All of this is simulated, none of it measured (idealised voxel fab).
process module | voxel wiring stack
cross-section cut | 215 nm wide | cells 5 nm
A cross-section is a grid of square cells, given in bands from the top down. A band is one or more rows of cells.
Each band's line starts with the height of the band's top and of its bottom, in nm. Then come its materials from left to right, each with its width in nm. One material with "throughout" fills the band from edge to edge. "air" is empty space.
Height 0 is the level under which the wafer as received is all one material. The lowest band goes on downwards, as in "0 down".
A width such as "30 to 40" changes by the same amount from each row of cells to the next, from the band's top row to its bottom row.
"no change" after a step means that no cell of the cross-section changed.
closed voids: empty space of 8 cells or more with no open way to the top, each as width x height at its distance from the left edge, in nm
after a step's settings: what the simulator itself notes on the step
overlay nm, on a step with a mask: how far to the right of its planned place the mask lay; to the left if negative
plan
1 op RECEIVE | material Si
2 op CONFORMAL_DEP | material SiO2 | thk nm 10
3 op CONFORMAL_DEP | material SiCN | thk nm 5
4 op DIRECTIONAL_DEP | material SiO2 | thk nm 15
5 op MASKED_ETCH | tone open | mask id METAL_1 | width nm 25 | pitch nm 50 | etch materials SiO2 | depth nm 15 | overlay nm 0
6 op MASKED_ETCH | tone open | mask id METAL_1 | width nm 25 | pitch nm 50 | etch materials SiCN | depth nm 5 | overlay nm 0
7 op CONFORMAL_DEP | material TiN | thk nm 5
8 op FILL_DEP | material W | thk nm 5
9 op CMP | height nm 30
10 op CONFORMAL_DEP | material SiCN | thk nm 5
11 op DIRECTIONAL_DEP | material lowk | thk nm 20
12 op PATTERN | tone open | mask id PLUG_1 | material resist | width nm 15 | pitch nm 100 | thk nm 15 | overlay nm 0
13 op DIRECTIONAL_ETCH | etch materials lowk | depth nm 20
14 op DIRECTIONAL_ETCH | etch materials SiCN | depth nm 5
15 op STRIP | etch materials resist
16 op EPI | material Ru | thk nm 10
17 op EPI | material Ru | thk nm 10
18 op EPI | material Ru | thk nm 5
19 op DIRECTIONAL_DEP | material TiN | thk nm 5
20 op DIRECTIONAL_DEP | material Ru | thk nm 20
21 op PATTERN | tone cover | mask id METAL_2 | material resist | width nm 25 | pitch nm 50 | thk nm 20 | overlay nm 0
22 op DIRECTIONAL_ETCH | etch materials Ru | depth nm 20
23 op DIRECTIONAL_ETCH | etch materials TiN | depth nm 5
24 op STRIP | etch materials resist
25 op FILL_DEP | material SiO2 | thk nm 10
26 op CMP | height nm 80
27 op CONFORMAL_DEP | material SiCN | thk nm 5
28 op DIRECTIONAL_DEP | material lowk | thk nm 15
29 op PATTERN | tone open | mask id PLUG_2 | material resist | width nm 15 | pitch nm 100 | thk nm 20 | overlay nm 0
30 op DIRECTIONAL_ETCH | etch materials lowk | depth nm 15
31 op DIRECTIONAL_ETCH | etch materials SiCN | depth nm 5
32 op STRIP | etch materials resist
33 op CONFORMAL_DEP | material TiN | thk nm 5
34 op FILL_DEP | material Cu | thk nm 5
35 op CMP | height nm 100
36 op DIRECTIONAL_DEP | material TiN | thk nm 5
37 op DIRECTIONAL_DEP | material Ru | thk nm 15
38 op MASKED_ETCH | tone cover | mask id METAL_3 | width nm 25 | pitch nm 50 | etch materials Ru | depth nm 15 | overlay nm 0
39 op MASKED_ETCH | tone cover | mask id METAL_3 | width nm 25 | pitch nm 50 | etch materials TiN | depth nm 5 | overlay nm 0
40 op FILL_DEP | material SiO2 | thk nm 10
41 op CMP | height nm 120
42 op CONFORMAL_DEP | material SiN | thk nm 5
as received, after step 1
  0 down: Si throughout
  closed voids: none
first wafer at the end, as planned
  125 to 120: SiN throughout
  120 to 105: SiO2 45 | Ru 25 | SiO2 25 | Ru 25 | SiO2 25 | Ru 25 | SiO2 45
  105 to 100: SiO2 45 | TiN 25 | SiO2 25 | TiN 25 | SiO2 25 | TiN 25 | SiO2 45
  100 to 85: lowk 45 | TiN 5 | Cu 5 | TiN 5 | lowk 85 | TiN 5 | Cu 5 | TiN 5 | lowk 55
  85 to 80: SiCN 45 | TiN 15 | SiCN 85 | TiN 15 | SiCN 55
  80 to 60: SiO2 45 | Ru 25 | SiO2 25 | Ru 25 | SiO2 25 | Ru 25 | SiO2 45
  60 to 55: SiO2 45 | TiN 25 | SiO2 25 | TiN 25 | SiO2 25 | TiN 25 | SiO2 45
  55 to 35: lowk 45 | Ru 15 | lowk 85 | Ru 15 | lowk 55
  35 to 30: SiCN 45 | Ru 15 | SiCN 85 | Ru 15 | SiCN 55
  30 to 15: SiO2 45 | TiN 5 | W 15 | TiN 5 | SiO2 25 | TiN 5 | W 15 | TiN 5 | SiO2 25 | TiN 5 | W 15 | TiN 5 | SiO2 45
  15 to 10: SiCN 45 | TiN 25 | SiCN 25 | TiN 25 | SiCN 25 | TiN 25 | SiCN 45
  10 to 0: SiO2 throughout
  0 down: Si throughout
  closed voids: none
second wafer at the end: like start, like plan, one mistake
  125 to 120: SiN throughout
  120 to 105: SiO2 45 | Ru 25 | SiO2 25 | Ru 25 | SiO2 25 | Ru 25 | SiO2 45
  105 to 100: SiO2 40 | TiN 35 | SiO2 15 | TiN 35 | SiO2 15 | TiN 35 | SiO2 40
  100 to 85: lowk 45 | TiN 5 | Cu 5 | TiN 5 | lowk 85 | TiN 5 | Cu 5 | TiN 5 | lowk 55
  85 to 80: SiCN 45 | TiN 15 | SiCN 85 | TiN 15 | SiCN 55
  80 to 60: SiO2 45 | Ru 25 | SiO2 25 | Ru 25 | SiO2 25 | Ru 25 | SiO2 45
  60 to 55: SiO2 45 | TiN 25 | SiO2 25 | TiN 25 | SiO2 25 | TiN 25 | SiO2 45
  55 to 35: lowk 45 | Ru 15 | lowk 85 | Ru 15 | lowk 55
  35 to 30: SiCN 45 | Ru 15 | SiCN 85 | Ru 15 | SiCN 55
  30 to 15: SiO2 45 | TiN 5 | W 15 | TiN 5 | SiO2 25 | TiN 5 | W 15 | TiN 5 | SiO2 25 | TiN 5 | W 15 | TiN 5 | SiO2 45
  15 to 10: SiCN 45 | TiN 25 | SiCN 25 | TiN 25 | SiCN 25 | TiN 25 | SiCN 45
  10 to 0: SiO2 throughout
  0 down: Si throughout
  closed voids: none
what went wrong: step 39 ran as: op MASKED_ETCH | tone cover | mask id METAL_3 | width nm 35 | pitch nm 50 | etch materials TiN | depth nm 5 | overlay nm 0
at the end the second wafer has, in cells: 6 fewer of SiO2 | 6 more of TiN
